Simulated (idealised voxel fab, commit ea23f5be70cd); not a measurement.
The following is a process module called voxel ribs on slabs.
Each square cell in cross-section cut measures 5 nm, and the section as a whole is 265 nm wide.
Bands, listed from the top down, are how a cross-section gets written in this document; the cross-section itself is a grid of square cells, and a band is one or more rows of them.
Per band: top height and bottom height in nm, followed by the left-to-right materials and their widths in nm; "everywhere" marks a single material spanning edge to edge, "air" marks empty space.
Zero point of the height axis is 0; under it, received wafer = one material. Lowest band: continues down indefinitely, "z 0 and below".
The width entry "30 to 40" should be interpreted row by row: the top row of cells in the band takes the first number, the bottom row takes the second number, and the change between adjacent rows is uniform throughout.
"remains unaltered" -> step changed no cross-section cell.
So "Closed-off voids" is basically the list of trapped voids: any empty space of 8 cells or more that can't reach the top through an opening. They're written width x height at distance, the distance being from the left edge, and it's all nm.
Text after the settings on a step's line: the simulator's own remark on that step.
The "overlay nm" setting may appear on a step's line; for a step that uses a mask, it gives how far to the right of its planned position the mask lay, and a negative value indicates the left.

## plan
1 RECEIVE, material Si
2 DIRECTIONAL_DEP, material SiO2, thk nm 25
3 DIRECTIONAL_DEP, material polySi, thk nm 15
4 PATTERN, tone cover, mask id RIB, material resist, width nm 30, thk nm 20, overlay nm 0
5 DIRECTIONAL_ETCH, etch materials polySi, depth nm 5
6 STRIP, etch materials resist
7 PATTERN, tone cover, mask id SLAB, material resist, width nm 70, thk nm 15, overlay nm 0
8 DIRECTIONAL_ETCH, etch materials polySi, depth nm 10
9 STRIP, etch materials resist
10 FILL_DEP, material SiO2, thk nm 15
11 CMP, height nm 50
12 DIRECTIONAL_DEP, material TiN, thk nm 5
13 DIRECTIONAL_DEP, material aC, thk nm 15
14 PATTERN, tone cover, mask id HEATER, material resist, width nm 40, thk nm 35, overlay nm 0
15 DIRECTIONAL_ETCH, etch materials aC, depth nm 15
16 STRIP, etch materials resist
17 DIRECTIONAL_ETCH, etch materials TiN, depth nm 5
18 STRIP, etch materials aC
19 CONFORMAL_DEP, material SiO2, thk nm 10

## Wafer cross-section on receipt, i.e. after step 1
> z 0 and below: Si everywhere
> Closed-off voids: none

## First of two wafers, end-of-module section, run followed plan
> z 65 to 60: 100 nm air  60 nm SiO2  105 nm air
> z 60 to 55: SiO2 everywhere
> z 55 to 50: 110 nm SiO2  40 nm TiN  115 nm SiO2
> z 50 to 40: SiO2 everywhere
> z 40 to 35: 115 nm SiO2  30 nm polySi  120 nm SiO2
> z 35 to 25: 95 nm SiO2  70 nm polySi  100 nm SiO2
> z 25 to 0: SiO2 everywhere
> z 0 and below: Si everywhere
> Closed-off voids: none

## Second wafer of the two, sectioned at the end of the module. It began like the first and followed the same plan, but one mistake was made while running it
> z 55 to 50: 110 nm air  40 nm TiN  115 nm air
> z 50 to 40: SiO2 everywhere
> z 40 to 35: 115 nm SiO2  30 nm polySi  120 nm SiO2
> z 35 to 25: 95 nm SiO2  70 nm polySi  100 nm SiO2
> z 25 to 0: SiO2 everywhere
> z 0 and below: Si everywhere
> Closed-off voids: none
Against the plan, the run slipped here: step 19 of the plan was omitted and not executed
Materials where the second wafer ends with more or fewer cells than the first: SiO2: 110 fewer
